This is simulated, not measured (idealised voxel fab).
process module | voxel gate over fins
cross-section cut | 235 nm wide | cells 5 nm
A cross-section is a grid of square cells, given in bands from the top down. A band is one or more rows of cells.
Each band's line starts with the height of the band's top and of its bottom, in nm. Then come its materials from left to right, each with its width in nm. One material with "throughout" fills the band from edge to edge. "air" is empty space.
Height 0 is the level under which the wafer as received is all one material. The lowest band goes on downwards, as in "0 down".
A width such as "30 to 40" changes by the same amount from each row of cells to the next, from the band's top row to its bottom row.
"no change" after a step means that no cell of the cross-section changed.
closed voids: empty space of 8 cells or more with no open way to the top, each as width x height at its distance from the left edge, in nm
after a step's settings: what the simulator itself notes on the step
overlay nm, on a step with a mask: how far to the right of its planned place the mask lay; to the left if negative
plan
1 op RECEIVE | material Si
2 op CONFORMAL_DEP | material SiN | thk nm 10
3 op DIRECTIONAL_DEP | material aC | thk nm 10
4 op PATTERN | tone cover | mask id FINS | material resist | width nm 15 | pitch nm 50 | thk nm 25 | overlay nm 0
5 op DIRECTIONAL_ETCH | etch materials aC | depth nm 10
6 op STRIP | etch materials resist
7 op DIRECTIONAL_ETCH | etch materials SiN | depth nm 10
8 op DIRECTIONAL_ETCH | etch materials Si | depth nm 35
9 op STRIP | etch materials aC
10 op OXIDIZE | depth nm 5
11 op FILL_DEP | material SiO2 | thk nm 10
12 op CMP | height nm 10
13 op DIRECTIONAL_DEP | material aC | thk nm 10
14 op PATTERN | tone open | mask id RAIL | material resist | width nm 15 | thk nm 30 | overlay nm 0
15 op DIRECTIONAL_ETCH | etch materials aC | depth nm 10
16 op STRIP | etch materials resist
17 op DIRECTIONAL_ETCH | etch materials SiO2 | depth nm 40
18 op STRIP | etch materials aC
19 op CONFORMAL_DEP | material TiN | thk nm 5
20 op FILL_DEP | material Ru | thk nm 5
21 op CMP | height nm 10
22 op SELECTIVE_ETCH | etch materials W Ru TiN | depth nm 35
23 op FILL_DEP | material SiO2 | thk nm 5
24 op CMP | height nm 10
25 op SELECTIVE_ETCH | etch materials SiO2 | depth nm 25
26 op STRIP | etch materials SiN
27 op CONFORMAL_DEP | material HfO2 | thk nm 5
28 op CONFORMAL_DEP | material TiN | thk nm 5
29 op CONFORMAL_DEP | material TiAl | thk nm 5
30 op CONFORMAL_DEP | material TiN | thk nm 5
31 op FILL_DEP | material W | thk nm 10
32 op CMP | height nm 25
33 op CONFORMAL_DEP | material SiN | thk nm 10
as received, after step 1
  0 down: Si throughout
  closed voids: none
a wafer at the end: this start, this plan, one mistake
  35 to 25: SiN throughout
  25 to 20: W throughout
  20 to 10: W 20 | TiN 45 | W 5 | TiN 45 | W 5 | TiN 45 | W 5 | TiN 45 | W 20
  10 to 5: W 20 | TiN 10 | TiAl 25 | TiN 10 | W 5 | TiN 10 | TiAl 25 | TiN 10 | W 5 | TiN 10 | TiAl 25 | TiN 10 | W 5 | TiN 10 | TiAl 25 | TiN 10 | W 20
  5 to 0: TiN 30 | TiAl 5 | HfO2 15 | TiAl 5 | TiN 25 | TiAl 5 | HfO2 15 | TiAl 5 | TiN 25 | TiAl 5 | HfO2 15 | TiAl 5 | TiN 25 | TiAl 5 | HfO2 15 | TiAl 5 | TiN 30
  0 to -5: TiN 30 | TiAl 5 | HfO2 5 | Si 5 | HfO2 5 | TiAl 5 | TiN 25 | TiAl 5 | HfO2 5 | Si 5 | HfO2 5 | TiAl 5 | TiN 25 | TiAl 5 | HfO2 5 | Si 5 | HfO2 5 | TiAl 5 | TiN 25 | TiAl 5 | HfO2 5 | Si 5 | HfO2 5 | TiAl 5 | TiN 30
  -5 to -10: TiAl 35 | HfO2 5 | Si 5 | HfO2 5 | TiAl 35 | HfO2 5 | Si 5 | HfO2 5 | TiAl 35 | HfO2 5 | Si 5 | HfO2 5 | TiAl 35 | HfO2 5 | Si 5 | HfO2 5 | TiAl 35
  -10 to -15: HfO2 40 | Si 5 | HfO2 45 | Si 5 | HfO2 45 | Si 5 | HfO2 45 | Si 5 | HfO2 40
  -15 to -25: SiO2 40 | Si 5 | SiO2 45 | Si 5 | SiO2 45 | Si 5 | SiO2 45 | Si 5 | SiO2 40
  -25 to -30: SiO2 40 | Si 5 | SiO2 15 | TiN 15 | SiO2 15 | Si 5 | SiO2 45 | Si 5 | SiO2 45 | Si 5 | SiO2 40
  -30 to -40: SiO2 40 | Si 5 | SiO2 45 | Si 5 | SiO2 45 | Si 5 | SiO2 45 | Si 5 | SiO2 40
  -40 down: Si throughout
  closed voids: none
what went wrong: steps 28 and 29 were swapped
